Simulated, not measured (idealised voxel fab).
process module | voxel transistor to metal
cross-section cut | 150 nm wide | cells 5 nm
A cross-section is a grid of square cells, given in bands from the top down. A band is one or more rows of cells.
Each band's line starts with the height of the band's top and of its bottom, in nm. Then come its materials from left to right, each with its width in nm. One material with "throughout" fills the band from edge to edge. "air" is empty space.
Height 0 is the level under which the wafer as received is all one material. The lowest band goes on downwards, as in "0 down".
A width such as "30 to 40" changes by the same amount from each row of cells to the next, from the band's top row to its bottom row.
"no change" after a step means that no cell of the cross-section changed.
closed voids: empty space of 8 cells or more with no open way to the top, each as width x height at its distance from the left edge, in nm
after a step's settings: what the simulator itself notes on the step
overlay nm, on a step with a mask: how far to the right of its planned place the mask lay; to the left if negative
Each pair below shows a cross-section before one step and the cross-section after it, down to the lowest band that changed. The line under each pair gives the step between them, with its settings. The pairs can come from different runs of this module on the same starting wafer, so a pair continues from the pair above only where its "before" says so.
before
  0 down: Si throughout
  closed voids: none
after
  5 to 0: SiO2 throughout
  below 0: unchanged
  closed voids: none
the step between: op CONFORMAL_DEP | material SiO2 | thk nm 5
before: the cross-section after the pair above
after
  15 to 5: SiN throughout
  below 5: unchanged
  closed voids: none
the step between: op CONFORMAL_DEP | material SiN | thk nm 10
before: the cross-section after the pair above
after
  30 to 15: aC throughout
  below 15: unchanged
  closed voids: none
the step between: op DIRECTIONAL_DEP | material aC | thk nm 15
before: the cross-section after the pair above
after
  65 to 30: air 15 | resist 115 | air 20
  below 30: unchanged
  closed voids: none
the step between: op PATTERN | tone cover | mask id ACTIVE | material resist | width nm 115 | thk nm 35 | overlay nm 0
before: the cross-section after the pair above
after
  50 to 30: air 15 | resist 115 | air 20
  30 to 15: air 15 | aC 115 | air 20
  below 15: unchanged
  closed voids: none
the step between: op DIRECTIONAL_ETCH | etch materials aC | depth nm 15
before: the cross-section after the pair above
after
  30 to 15: air 15 | aC 115 | air 20
  below 15: unchanged
  closed voids: none
the step between: op STRIP | etch materials resist
before: the cross-section after the pair above
after
  30 to 15: air 15 | aC 115 | air 20
  15 to 5: air 15 | SiN 115 | air 20
  below 5: unchanged
  closed voids: none
the step between: op DIRECTIONAL_ETCH | etch materials SiN | depth nm 10
before: the cross-section after the pair above
after
  30 to 15: air 15 | aC 115 | air 20
  15 to 5: air 15 | SiN 115 | air 20
  5 to 0: air 15 | SiO2 115 | air 20
  below 0: unchanged
  closed voids: none
the step between: op DIRECTIONAL_ETCH | etch materials SiO2 | depth nm 5
before: the cross-section after the pair above
after
  30 to 15: air 15 | aC 115 | air 20
  15 to 5: air 15 | SiN 115 | air 20
  5 to 0: air 15 | SiO2 115 | air 20
  0 to -35: air 15 | Si 115 | air 20
  below -35: unchanged
  closed voids: none
the step between: op DIRECTIONAL_ETCH | etch materials Si | depth nm 35
before: the cross-section after the pair above
after
  15 to 5: air 15 | SiN 115 | air 20
  below 5: unchanged
  closed voids: none
the step between: op STRIP | etch materials aC
before: the cross-section after the pair above
after
  25 to 15: SiO2 throughout
  15 to 5: SiO2 15 | SiN 115 | SiO2 20
  5 to 0: SiO2 throughout
  0 to -35: SiO2 15 | Si 115 | SiO2 20
  below -35: unchanged
  closed voids: none
the step between: op FILL_DEP | material SiO2 | thk nm 10
before: the cross-section after the pair above
after
  15 to 5: SiO2 15 | SiN 115 | SiO2 20
  below 5: unchanged
  closed voids: none
the step between: op CMP | height nm 15
before: the cross-section after the pair above
after
  15 to 10: air 15 | SiN 115 | air 20
  below 10: unchanged
  closed voids: none
the step between: op SELECTIVE_ETCH | etch materials SiO2 | depth nm 5
before: the cross-section after the pair above
after
  10 to 5: SiO2 15 | air 115 | SiO2 20
  below 5: unchanged
  closed voids: none
the step between: op STRIP | etch materials SiN
before: the cross-section after the pair above
after
  5 to 0: SiO2 10 | air 125 | SiO2 15
  below 0: unchanged
  closed voids: none
the step between: op SELECTIVE_ETCH | etch materials SiO2 | depth nm 5
before: the cross-section after the pair above
after
  5 to 0: SiO2 10 | air 125 | SiO2 15
  0 to -5: SiO2 throughout
  below -5: unchanged
  closed voids: none
the step between: op OXIDIZE | depth nm 5
before: the cross-section after the pair above
after
  35 to 30: polySi 10 | air 125 | polySi 15
  30 to 5: polySi throughout
  5 to 0: SiO2 10 | polySi 125 | SiO2 15
  below 0: unchanged
  closed voids: none
the step between: op DIRECTIONAL_DEP | material polySi | thk nm 30
before: the cross-section after the pair above
after
  50 to 45: SiCN 10 | air 125 | SiCN 15
  45 to 35: SiCN throughout
  35 to 30: polySi 10 | SiCN 125 | polySi 15
  below 30: unchanged
  closed voids: none
the step between: op DIRECTIONAL_DEP | material SiCN | thk nm 15
before: the cross-section after the pair above
after
  65 to 60: aC 10 | air 125 | aC 15
  60 to 50: aC throughout
  50 to 45: SiCN 10 | aC 125 | SiCN 15
  below 45: unchanged
  closed voids: none
the step between: op DIRECTIONAL_DEP | material aC | thk nm 15
before: the cross-section after the pair above
after
  100 to 65: air 55 | resist 35 | air 60
  65 to 60: aC 10 | air 45 | resist 35 | air 45 | aC 15
  below 60: unchanged
  closed voids: none
the step between: op PATTERN | tone cover | mask id GATE | material resist | width nm 35 | thk nm 35 | overlay nm 0
before: the cross-section after the pair above
after
  85 to 60: air 55 | resist 35 | air 60
  60 to 50: air 55 | aC 35 | air 60
  50 to 45: SiCN 10 | air 45 | aC 35 | air 45 | SiCN 15
  below 45: unchanged
  closed voids: none
the step between: op DIRECTIONAL_ETCH | etch materials aC | depth nm 15
before: the cross-section after the pair above
after
  60 to 50: air 55 | aC 35 | air 60
  below 50: unchanged
  closed voids: none
the step between: op STRIP | etch materials resist
before: the cross-section after the pair above
after
  60 to 45: air 55 | aC 35 | air 60
  45 to 35: air 55 | SiCN 35 | air 60
  35 to 30: polySi 10 | air 45 | SiCN 35 | air 45 | polySi 15
  below 30: unchanged
  closed voids: none
the step between: op DIRECTIONAL_ETCH | etch materials SiCN | depth nm 25
before: the cross-section after the pair above
after
  60 to 45: air 55 | aC 35 | air 60
  45 to 30: air 55 | SiCN 35 | air 60
  30 to 5: air 55 | polySi 35 | air 60
  5 to 0: SiO2 10 | air 45 | polySi 35 | air 45 | SiO2 15
  below 0: unchanged
  closed voids: none
the step between: op DIRECTIONAL_ETCH | etch materials polySi | depth nm 40
before: the cross-section after the pair above
after
  45 to 30: air 55 | SiCN 35 | air 60
  below 30: unchanged
  closed voids: none
the step between: op STRIP | etch materials aC
before: the cross-section after the pair above
after
  55 to 45: air 45 | SiN 55 | air 50
  45 to 30: air 45 | SiN 10 | SiCN 35 | SiN 10 | air 50
  30 to 15: air 45 | SiN 10 | polySi 35 | SiN 10 | air 50
  15 to 10: SiN 20 | air 25 | SiN 10 | polySi 35 | SiN 10 | air 25 | SiN 25
  10 to 5: SiN 55 | polySi 35 | SiN 60
  5 to 0: SiO2 10 | SiN 45 | polySi 35 | SiN 45 | SiO2 15
  below 0: unchanged
  closed voids: none
the step between: op CONFORMAL_DEP | material SiN | thk nm 10
before: the cross-section after the pair above
after
  45 to 30: air 45 | SiN 10 | SiCN 35 | SiN 10 | air 50
  30 to 5: air 45 | SiN 10 | polySi 35 | SiN 10 | air 50
  5 to 0: SiO2 10 | SiN 10 | air 25 | SiN 10 | polySi 35 | SiN 10 | air 25 | SiN 10 | SiO2 15
  below 0: unchanged
  closed voids: none
the step between: op DIRECTIONAL_ETCH | etch materials SiN | depth nm 10
before: the cross-section after the pair above
after
  45 to 30: air 45 | SiN 10 | SiCN 35 | SiN 10 | air 50
  30 to 5: air 45 | SiN 10 | polySi 35 | SiN 10 | air 50
  5 to 0: air 10 | SiN 10 | air 25 | SiN 10 | polySi 35 | SiN 10 | air 25 | SiN 10 | air 15
  0 to -5: SiO2 20 | air 25 | SiO2 55 | air 25 | SiO2 25
  below -5: unchanged
  closed voids: none
the step between: op DIRECTIONAL_ETCH | etch materials SiO2 | depth nm 5
before: the cross-section after the pair above
after
  45 to 30: air 45 | SiN 10 | SiCN 35 | SiN 10 | air 50
  30 to 5: air 45 | SiN 10 | polySi 35 | SiN 10 | air 50
  5 to 0: air 10 | SiN 10 | air 25 | SiN 10 | polySi 35 | SiN 10 | air 25 | SiN 10 | air 15
  0 to -5: SiO2 20 | air 25 | SiO2 55 | air 25 | SiO2 25
  -5 to -20: SiO2 15 | Si 5 | air 25 | Si 55 | air 25 | Si 5 | SiO2 20
  below -20: unchanged
  closed voids: none
the step between: op DIRECTIONAL_ETCH | etch materials Si | depth nm 15
before: the cross-section after the pair above
after
  45 to 30: air 45 | SiN 10 | SiCN 35 | SiN 10 | air 50
  30 to 10: air 45 | SiN 10 | polySi 35 | SiN 10 | air 50
  10 to 5: air 15 | pSi 30 | SiN 10 | polySi 35 | SiN 10 | pSi 30 | air 20
  5 to 0: air 10 | SiN 10 | pSi 25 | SiN 10 | polySi 35 | SiN 10 | pSi 25 | SiN 10 | air 15
  0 to -5: SiO2 20 | pSi 25 | SiO2 55 | pSi 25 | SiO2 25
  -5 to -20: SiO2 15 | Si 5 | pSi 25 | Si 55 | pSi 25 | Si 5 | SiO2 20
  below -20: unchanged
  closed voids: none
the step between: op EPI | material pSi | thk nm 15
before: the cross-section after the pair above
after
  50 to 45: SiO2 throughout
  45 to 30: SiO2 45 | SiN 10 | SiCN 35 | SiN 10 | SiO2 50
  30 to 10: SiO2 45 | SiN 10 | polySi 35 | SiN 10 | SiO2 50
  10 to 5: SiO2 15 | pSi 30 | SiN 10 | polySi 35 | SiN 10 | pSi 30 | SiO2 20
  5 to 0: SiO2 10 | SiN 10 | pSi 25 | SiN 10 | polySi 35 | SiN 10 | pSi 25 | SiN 10 | SiO2 15
  below 0: unchanged
  closed voids: none
the step between: op FILL_DEP | material SiO2 | thk nm 5
before: the cross-section after the pair above
after
  30 to 10: SiO2 45 | SiN 10 | polySi 35 | SiN 10 | SiO2 50
  below 10: unchanged
  closed voids: none
the step between: op CMP | height nm 30
before: the cross-section after the pair above
after
  30 to 10: SiO2 45 | SiN 10 | air 35 | SiN 10 | SiO2 50
  10 to 5: SiO2 15 | pSi 30 | SiN 10 | air 35 | SiN 10 | pSi 30 | SiO2 20
  5 to 0: SiO2 10 | SiN 10 | pSi 25 | SiN 10 | air 35 | SiN 10 | pSi 25 | SiN 10 | SiO2 15
  below 0: unchanged
  closed voids: none
the step between: op STRIP | etch materials polySi
before: the cross-section after the pair above
after
  30 to 25: air 45 | SiN 10 | air 35 | SiN 10 | air 50
  25 to 10: SiO2 45 | SiN 10 | air 35 | SiN 10 | SiO2 50
  10 to 5: SiO2 15 | pSi 30 | SiN 10 | air 35 | SiN 10 | pSi 30 | SiO2 20
  5 to 0: SiO2 10 | SiN 10 | pSi 25 | SiN 10 | air 35 | SiN 10 | pSi 25 | SiN 10 | SiO2 15
  0 to -5: SiO2 20 | pSi 25 | SiO2 5 | air 45 | SiO2 5 | pSi 25 | SiO2 25
  below -5: unchanged
  closed voids: none
the step between: op SELECTIVE_ETCH | etch materials SiO2 | depth nm 5
before: the cross-section after the pair above
after
  35 to 30: air 40 | HfO2 20 | air 25 | HfO2 20 | air 45
  30 to 25: HfO2 45 | SiN 10 | HfO2 5 | air 25 | HfO2 5 | SiN 10 | HfO2 50
  25 to 10: SiO2 45 | SiN 10 | HfO2 5 | air 25 | HfO2 5 | SiN 10 | SiO2 50
  10 to 5: SiO2 15 | pSi 30 | SiN 10 | HfO2 5 | air 25 | HfO2 5 | SiN 10 | pSi 30 | SiO2 20
  5 to 0: SiO2 10 | SiN 10 | pSi 25 | SiN 10 | HfO2 5 | air 25 | HfO2 5 | SiN 10 | pSi 25 | SiN 10 | SiO2 15
  0 to -5: SiO2 20 | pSi 25 | SiO2 5 | HfO2 45 | SiO2 5 | pSi 25 | SiO2 25
  below -5: unchanged
  closed voids: none
the step between: op CONFORMAL_DEP | material HfO2 | thk nm 5
before: the cross-section after the pair above
after
  40 to 35: air 35 | TiN 30 | air 15 | TiN 30 | air 40
  35 to 30: TiN 40 | HfO2 20 | TiN 5 | air 15 | TiN 5 | HfO2 20 | TiN 45
  30 to 25: HfO2 45 | SiN 10 | HfO2 5 | TiN 5 | air 15 | TiN 5 | HfO2 5 | SiN 10 | HfO2 50
  25 to 10: SiO2 45 | SiN 10 | HfO2 5 | TiN 5 | air 15 | TiN 5 | HfO2 5 | SiN 10 | SiO2 50
  10 to 5: SiO2 15 | pSi 30 | SiN 10 | HfO2 5 | TiN 5 | air 15 | TiN 5 | HfO2 5 | SiN 10 | pSi 30 | SiO2 20
  5 to 0: SiO2 10 | SiN 10 | pSi 25 | SiN 10 | HfO2 5 | TiN 25 | HfO2 5 | SiN 10 | pSi 25 | SiN 10 | SiO2 15
  below 0: unchanged
  closed voids: none
the step between: op CONFORMAL_DEP | material TiN | thk nm 5
before: the cross-section after the pair above
after
  45 to 40: W throughout
  40 to 35: W 35 | TiN 30 | W 15 | TiN 30 | W 40
  35 to 30: TiN 40 | HfO2 20 | TiN 5 | W 15 | TiN 5 | HfO2 20 | TiN 45
  30 to 25: HfO2 45 | SiN 10 | HfO2 5 | TiN 5 | W 15 | TiN 5 | HfO2 5 | SiN 10 | HfO2 50
  25 to 10: SiO2 45 | SiN 10 | HfO2 5 | TiN 5 | W 15 | TiN 5 | HfO2 5 | SiN 10 | SiO2 50
  10 to 5: SiO2 15 | pSi 30 | SiN 10 | HfO2 5 | TiN 5 | W 15 | TiN 5 | HfO2 5 | SiN 10 | pSi 30 | SiO2 20
  below 5: unchanged
  closed voids: none
the step between: op FILL_DEP | material W | thk nm 5
before: the cross-section after the pair above
after
  25 to 10: SiO2 45 | SiN 10 | HfO2 5 | TiN 5 | W 15 | TiN 5 | HfO2 5 | SiN 10 | SiO2 50
  below 10: unchanged
  closed voids: none
the step between: op CMP | height nm 25
before: the cross-section after the pair above
after
  35 to 25: SiO2 throughout
  below 25: unchanged
  closed voids: none
the step between: op DIRECTIONAL_DEP | material SiO2 | thk nm 10
before: the cross-section after the pair above
after
  50 to 35: aC throughout
  below 35: unchanged
  closed voids: none
the step between: op DIRECTIONAL_DEP | material aC | thk nm 15
before: the cross-section after the pair above
after
  85 to 50: resist 20 | air 15 | resist 75 | air 15 | resist 25
  below 50: unchanged
  closed voids: none
the step between: op PATTERN | tone open | mask id CONTACT | material resist | width nm 15 | pitch nm 90 | thk nm 35 | overlay nm 0
before: the cross-section after the pair above
after
  70 to 50: resist 20 | air 15 | resist 75 | air 15 | resist 25
  50 to 35: aC 20 | air 15 | aC 75 | air 15 | aC 25
  below 35: unchanged
  closed voids: none
the step between: op DIRECTIONAL_ETCH | etch materials aC | depth nm 15
before: the cross-section after the pair above
after
  50 to 35: aC 20 | air 15 | aC 75 | air 15 | aC 25
  below 35: unchanged
  closed voids: none
the step between: op STRIP | etch materials resist
before: the cross-section after the pair above
after
  50 to 35: aC 20 | air 15 | aC 75 | air 15 | aC 25
  35 to 25: SiO2 20 | air 15 | SiO2 75 | air 15 | SiO2 25
  25 to 10: SiO2 20 | air 15 | SiO2 10 | SiN 10 | HfO2 5 | TiN 5 | W 15 | TiN 5 | HfO2 5 | SiN 10 | SiO2 10 | air 15 | SiO2 25
  below 10: unchanged
  closed voids: none
the step between: op DIRECTIONAL_ETCH | etch materials SiO2 | depth nm 25
before: the cross-section after the pair above
after
  35 to 25: SiO2 20 | air 15 | SiO2 75 | air 15 | SiO2 25
  below 25: unchanged
  closed voids: none
the step between: op STRIP | etch materials aC
before: the cross-section after the pair above
after
  40 to 35: TiN 25 | air 5 | TiN 85 | air 5 | TiN 30
  35 to 25: SiO2 20 | TiN 5 | air 5 | TiN 5 | SiO2 75 | TiN 5 | air 5 | TiN 5 | SiO2 25
  25 to 15: SiO2 20 | TiN 5 | air 5 | TiN 5 | SiO2 10 | SiN 10 | HfO2 5 | TiN 5 | W 15 | TiN 5 | HfO2 5 | SiN 10 | SiO2 10 | TiN 5 | air 5 | TiN 5 | SiO2 25
  15 to 10: SiO2 20 | TiN 15 | SiO2 10 | SiN 10 | HfO2 5 | TiN 5 | W 15 | TiN 5 | HfO2 5 | SiN 10 | SiO2 10 | TiN 15 | SiO2 25
  below 10: unchanged
  closed voids: none
the step between: op CONFORMAL_DEP | material TiN | thk nm 5
before: the cross-section after the pair above
after
  50 to 40: Ru throughout
  40 to 35: TiN 25 | Ru 5 | TiN 85 | Ru 5 | TiN 30
  35 to 25: SiO2 20 | TiN 5 | Ru 5 | TiN 5 | SiO2 75 | TiN 5 | Ru 5 | TiN 5 | SiO2 25
  25 to 15: SiO2 20 | TiN 5 | Ru 5 | TiN 5 | SiO2 10 | SiN 10 | HfO2 5 | TiN 5 | W 15 | TiN 5 | HfO2 5 | SiN 10 | SiO2 10 | TiN 5 | Ru 5 | TiN 5 | SiO2 25
  below 15: unchanged
  closed voids: none
the step between: op FILL_DEP | material Ru | thk nm 10
before: the cross-section after the pair above
after
  35 to 25: SiO2 20 | TiN 5 | Ru 5 | TiN 5 | SiO2 75 | TiN 5 | Ru 5 | TiN 5 | SiO2 25
  below 25: unchanged
  closed voids: none
the step between: op CMP | height nm 35
before: the cross-section after the pair above
after
  40 to 35: TiN throughout
  below 35: unchanged
  closed voids: none
the step between: op DIRECTIONAL_DEP | material TiN | thk nm 5
before: the cross-section after the pair above
after
  60 to 40: W throughout
  below 40: unchanged
  closed voids: none
the step between: op DIRECTIONAL_DEP | material W | thk nm 20
before: the cross-section after the pair above
after
  80 to 60: air 20 | resist 15 | air 75 | resist 15 | air 25
  below 60: unchanged
  closed voids: none
the step between: op PATTERN | tone cover | mask id METAL_1 | material resist | width nm 15 | pitch nm 90 | thk nm 20 | overlay nm 0
before: the cross-section after the pair above
after
  80 to 60: air 20 | resist 15 | air 75 | resist 15 | air 25
  60 to 40: air 20 | W 15 | air 75 | W 15 | air 25
  below 40: unchanged
  closed voids: none
the step between: op DIRECTIONAL_ETCH | etch materials W | depth nm 20
before: the cross-section after the pair above
after
  80 to 60: air 20 | resist 15 | air 75 | resist 15 | air 25
  60 to 40: air 20 | W 15 | air 75 | W 15 | air 25
  40 to 35: air 20 | TiN 15 | air 75 | TiN 15 | air 25
  below 35: unchanged
  closed voids: none
the step between: op DIRECTIONAL_ETCH | etch materials TiN | depth nm 5
before: the cross-section after the pair above
after
  60 to 40: air 20 | W 15 | air 75 | W 15 | air 25
  below 40: unchanged
  closed voids: none
the step between: op STRIP | etch materials resist
before: the cross-section after the pair above
after
  65 to 60: air 15 | SiN 25 | air 65 | SiN 25 | air 20
  60 to 40: air 15 | SiN 5 | W 15 | SiN 5 | air 65 | SiN 5 | W 15 | SiN 5 | air 20
  40 to 35: SiN 20 | TiN 15 | SiN 75 | TiN 15 | SiN 25
  below 35: unchanged
  closed voids: none
the step between: op CONFORMAL_DEP | material SiN | thk nm 5
before: the cross-section after the pair above
after
  75 to 65: lowk throughout
  65 to 60: lowk 15 | SiN 25 | lowk 65 | SiN 25 | lowk 20
  60 to 40: lowk 15 | SiN 5 | W 15 | SiN 5 | lowk 65 | SiN 5 | W 15 | SiN 5 | lowk 20
  below 40: unchanged
  closed voids: none
the step between: op FILL_DEP | material lowk | thk nm 10
before: the cross-section after the pair above
after
  60 to 40: lowk 15 | SiN 5 | W 15 | SiN 5 | lowk 65 | SiN 5 | W 15 | SiN 5 | lowk 20
  below 40: unchanged
  closed voids: none
the step between: op CMP | height nm 60
before: the cross-section after the pair above
after
  65 to 60: SiCN throughout
  below 60: unchanged
  closed voids: none
the step between: op CONFORMAL_DEP | material SiCN | thk nm 5
before: the cross-section after the pair above
after
  90 to 65: lowk throughout
  below 65: unchanged
  closed voids: none
the step between: op DIRECTIONAL_DEP | material lowk | thk nm 25
before: the cross-section after the pair above
after
  90 to 75: lowk 20 | air 15 | lowk 75 | air 15 | lowk 25
  below 75: unchanged
  closed voids: none
the step between: op MASKED_ETCH | tone open | mask id METAL_2 | width nm 15 | pitch nm 90 | etch materials lowk | depth nm 15 | overlay nm 0
before: the cross-section after the pair above
after
  90 to 65: lowk 20 | air 15 | lowk 75 | air 15 | lowk 25
  below 65: unchanged
  closed voids: none
the step between: op MASKED_ETCH | tone open | mask id METAL_2_HOLES | width nm 15 | pitch nm 90 | etch materials lowk | depth nm 10 | overlay nm 0
before: the cross-section after the pair above
after
  90 to 65: lowk 20 | air 15 | lowk 75 | air 15 | lowk 25
  65 to 60: SiCN 20 | air 15 | SiCN 75 | air 15 | SiCN 25
  below 60: unchanged
  closed voids: none
the step between: op MASKED_ETCH | tone open | mask id METAL_2_HOLES | width nm 15 | pitch nm 90 | etch materials SiCN | depth nm 5 | overlay nm 0
before: the cross-section after the pair above
after
  95 to 90: TiN 25 | air 5 | TiN 85 | air 5 | TiN 30
  90 to 65: lowk 20 | TiN 5 | air 5 | TiN 5 | lowk 75 | TiN 5 | air 5 | TiN 5 | lowk 25
  65 to 60: SiCN 20 | TiN 15 | SiCN 75 | TiN 15 | SiCN 25
  below 60: unchanged
  closed voids: none
the step between: op CONFORMAL_DEP | material TiN | thk nm 5
before: the cross-section after the pair above
after
  100 to 95: Ru throughout
  95 to 90: TiN 25 | Ru 5 | TiN 85 | Ru 5 | TiN 30
  90 to 65: lowk 20 | TiN 5 | Ru 5 | TiN 5 | lowk 75 | TiN 5 | Ru 5 | TiN 5 | lowk 25
  below 65: unchanged
  closed voids: none
the step between: op FILL_DEP | material Ru | thk nm 5
before: the cross-section after the pair above
after
  90 to 65: lowk 20 | TiN 5 | Ru 5 | TiN 5 | lowk 75 | TiN 5 | Ru 5 | TiN 5 | lowk 25
  below 65: unchanged
  closed voids: none
the step between: op CMP | height nm 90
before: the cross-section after the pair above
after
  95 to 90: SiCN throughout
  below 90: unchanged
  closed voids: none
the step between: op CONFORMAL_DEP | material SiCN | thk nm 5
before
  0 down: Si throughout
  closed voids: none
after
  10 to 0: SiN throughout
  below 0: unchanged
  closed voids: none
the step between: op CONFORMAL_DEP | material SiN | thk nm 10
before: the cross-section after the pair above
after
  25 to 10: aC throughout
  below 10: unchanged
  closed voids: none
the step between: op DIRECTIONAL_DEP | material aC | thk nm 15
before: the cross-section after the pair above
after
  60 to 25: air 15 | resist 115 | air 20
  below 25: unchanged
  closed voids: none
the step between: op PATTERN | tone cover | mask id ACTIVE | material resist | width nm 115 | thk nm 35 | overlay nm 0
before: the cross-section after the pair above
after
  45 to 25: air 15 | resist 115 | air 20
  25 to 10: air 15 | aC 115 | air 20
  below 10: unchanged
  closed voids: none
the step between: op DIRECTIONAL_ETCH | etch materials aC | depth nm 15
before: the cross-section after the pair above
after
  25 to 10: air 15 | aC 115 | air 20
  below 10: unchanged
  closed voids: none
the step between: op STRIP | etch materials resist
before: the cross-section after the pair above
after
  25 to 10: air 15 | aC 115 | air 20
  10 to 0: air 15 | SiN 115 | air 20
  below 0: unchanged
  closed voids: none
the step between: op DIRECTIONAL_ETCH | etch materials SiN | depth nm 10
before: the cross-section after the pair above
after
  25 to 10: air 15 | aC 115 | air 20
  10 to 0: air 15 | SiN 115 | air 20
  0 to -35: air 15 | Si 115 | air 20
  below -35: unchanged
  closed voids: none
the step between: op DIRECTIONAL_ETCH | etch materials Si | depth nm 35
before: the cross-section after the pair above
after
  10 to 0: air 15 | SiN 115 | air 20
  below 0: unchanged
  closed voids: none
the step between: op STRIP | etch materials aC
before: the cross-section after the pair above
after
  20 to 10: SiO2 throughout
  10 to 0: SiO2 15 | SiN 115 | SiO2 20
  0 to -35: SiO2 15 | Si 115 | SiO2 20
  below -35: unchanged
  closed voids: none
the step between: op FILL_DEP | material SiO2 | thk nm 10
before: the cross-section after the pair above
after
  15 to 10: SiO2 throughout
  below 10: unchanged
  closed voids: none
the step between: op CMP | height nm 15
before: the cross-section after the pair above
after
  10 to 0: SiO2 15 | SiN 115 | SiO2 20
  below 0: unchanged
  closed voids: none
the step between: op SELECTIVE_ETCH | etch materials SiO2 | depth nm 5
before: the cross-section after the pair above
after
  10 to 0: SiO2 15 | air 115 | SiO2 20
  below 0: unchanged
  closed voids: none
the step between: op STRIP | etch materials SiN
before: the cross-section after the pair above
after
  5 to 0: SiO2 10 | air 125 | SiO2 15
  0 to -5: SiO2 10 | air 5 | Si 115 | air 5 | SiO2 15
  below -5: unchanged
  closed voids: none
the step between: op SELECTIVE_ETCH | etch materials SiO2 | depth nm 5
before: the cross-section after the pair above
after
  5 to 0: SiO2 10 | air 125 | SiO2 15
  0 to -5: SiO2 10 | air 5 | SiO2 115 | air 5 | SiO2 15
  -5 to -10: SiO2 20 | Si 105 | SiO2 25
  below -10: unchanged
  closed voids: none
the step between: op OXIDIZE | depth nm 5
before: the cross-section after the pair above
after
  35 to 30: polySi 10 | air 125 | polySi 15
  30 to 25: polySi 10 | air 5 | polySi 115 | air 5 | polySi 15
  25 to 5: polySi throughout
  5 to 0: SiO2 10 | polySi 125 | SiO2 15
  0 to -5: SiO2 10 | polySi 5 | SiO2 115 | polySi 5 | SiO2 15
  below -5: unchanged
  closed voids: none
the step between: op DIRECTIONAL_DEP | material polySi | thk nm 30
before: the cross-section after the pair above
after
  50 to 45: SiCN 10 | air 125 | SiCN 15
  45 to 40: SiCN 10 | air 5 | SiCN 115 | air 5 | SiCN 15
  40 to 35: SiCN throughout
  35 to 30: polySi 10 | SiCN 125 | polySi 15
  30 to 25: polySi 10 | SiCN 5 | polySi 115 | SiCN 5 | polySi 15
  below 25: unchanged
  closed voids: none
the step between: op DIRECTIONAL_DEP | material SiCN | thk nm 15
before: the cross-section after the pair above
after
  65 to 60: aC 10 | air 125 | aC 15
  60 to 55: aC 10 | air 5 | aC 115 | air 5 | aC 15
  55 to 50: aC throughout
  50 to 45: SiCN 10 | aC 125 | SiCN 15
  45 to 40: SiCN 10 | aC 5 | SiCN 115 | aC 5 | SiCN 15
  below 40: unchanged
  closed voids: none
the step between: op DIRECTIONAL_DEP | material aC | thk nm 15
before: the cross-section after the pair above
after
  100 to 65: air 55 | resist 35 | air 60
  65 to 60: aC 10 | air 45 | resist 35 | air 45 | aC 15
  below 60: unchanged
  closed voids: none
the step between: op PATTERN | tone cover | mask id GATE | material resist | width nm 35 | thk nm 35 | overlay nm 0
before: the cross-section after the pair above
after
  85 to 60: air 55 | resist 35 | air 60
  60 to 50: air 55 | aC 35 | air 60
  50 to 45: SiCN 10 | air 45 | aC 35 | air 45 | SiCN 15
  45 to 40: SiCN 10 | air 5 | SiCN 115 | air 5 | SiCN 15
  below 40: unchanged
  closed voids: none
the step between: op DIRECTIONAL_ETCH | etch materials aC | depth nm 15
before: the cross-section after the pair above
after
  60 to 50: air 55 | aC 35 | air 60
  below 50: unchanged
  closed voids: none
the step between: op STRIP | etch materials resist
before: the cross-section after the pair above
after
  60 to 45: air 55 | aC 35 | air 60
  45 to 35: air 55 | SiCN 35 | air 60
  35 to 30: polySi 10 | air 45 | SiCN 35 | air 45 | polySi 15
  30 to 25: polySi 10 | air 5 | polySi 115 | air 5 | polySi 15
  below 25: unchanged
  closed voids: none
the step between: op DIRECTIONAL_ETCH | etch materials SiCN | depth nm 25
before: the cross-section after the pair above
after
  60 to 45: air 55 | aC 35 | air 60
  45 to 30: air 55 | SiCN 35 | air 60
  30 to 5: air 55 | polySi 35 | air 60
  5 to 0: SiO2 10 | air 45 | polySi 35 | air 45 | SiO2 15
  0 to -5: SiO2 10 | air 5 | SiO2 115 | air 5 | SiO2 15
  below -5: unchanged
  closed voids: none
the step between: op DIRECTIONAL_ETCH | etch materials polySi | depth nm 40
before: the cross-section after the pair above
after
  45 to 30: air 55 | SiCN 35 | air 60
  below 30: unchanged
  closed voids: none
the step between: op STRIP | etch materials aC
before: the cross-section after the pair above
after
  55 to 45: air 45 | SiN 55 | air 50
  45 to 30: air 45 | SiN 10 | SiCN 35 | SiN 10 | air 50
  30 to 15: air 45 | SiN 10 | polySi 35 | SiN 10 | air 50
  15 to 10: SiN 20 | air 25 | SiN 10 | polySi 35 | SiN 10 | air 25 | SiN 25
  10 to 5: SiN 55 | polySi 35 | SiN 60
  5 to 0: SiO2 10 | SiN 45 | polySi 35 | SiN 45 | SiO2 15
  0 to -5: SiO2 10 | SiN 5 | SiO2 115 | SiN 5 | SiO2 15
  below -5: unchanged
  closed voids: none
the step between: op CONFORMAL_DEP | material SiN | thk nm 10
before: the cross-section after the pair above
after
  45 to 30: air 45 | SiN 10 | SiCN 35 | SiN 10 | air 50
  30 to 5: air 45 | SiN 10 | polySi 35 | SiN 10 | air 50
  5 to 0: SiO2 10 | SiN 10 | air 25 | SiN 10 | polySi 35 | SiN 10 | air 25 | SiN 10 | SiO2 15
  below 0: unchanged
  closed voids: none
the step between: op DIRECTIONAL_ETCH | etch materials SiN | depth nm 10
before: the cross-section after the pair above
after
  45 to 30: air 45 | SiN 10 | SiCN 35 | SiN 10 | air 50
  30 to 5: air 45 | SiN 10 | polySi 35 | SiN 10 | air 50
  5 to 0: air 10 | SiN 10 | air 25 | SiN 10 | polySi 35 | SiN 10 | air 25 | SiN 10 | air 15
  0 to -5: SiO2 10 | SiN 5 | SiO2 5 | air 25 | SiO2 55 | air 25 | SiO2 5 | SiN 5 | SiO2 15
  below -5: unchanged
  closed voids: none
the step between: op DIRECTIONAL_ETCH | etch materials SiO2 | depth nm 5
before: the cross-section after the pair above
after
  45 to 30: air 45 | SiN 10 | SiCN 35 | SiN 10 | air 50
  30 to 5: air 45 | SiN 10 | polySi 35 | SiN 10 | air 50
  5 to 0: air 10 | SiN 10 | air 25 | SiN 10 | polySi 35 | SiN 10 | air 25 | SiN 10 | air 15
  0 to -5: SiO2 10 | SiN 5 | SiO2 5 | air 25 | SiO2 55 | air 25 | SiO2 5 | SiN 5 | SiO2 15
  -5 to -10: SiO2 20 | air 25 | Si 55 | air 25 | SiO2 25
  -10 to -20: SiO2 15 | Si 5 | air 25 | Si 55 | air 25 | Si 5 | SiO2 20
  below -20: unchanged
  closed voids: none
the step between: op DIRECTIONAL_ETCH | etch materials Si | depth nm 15
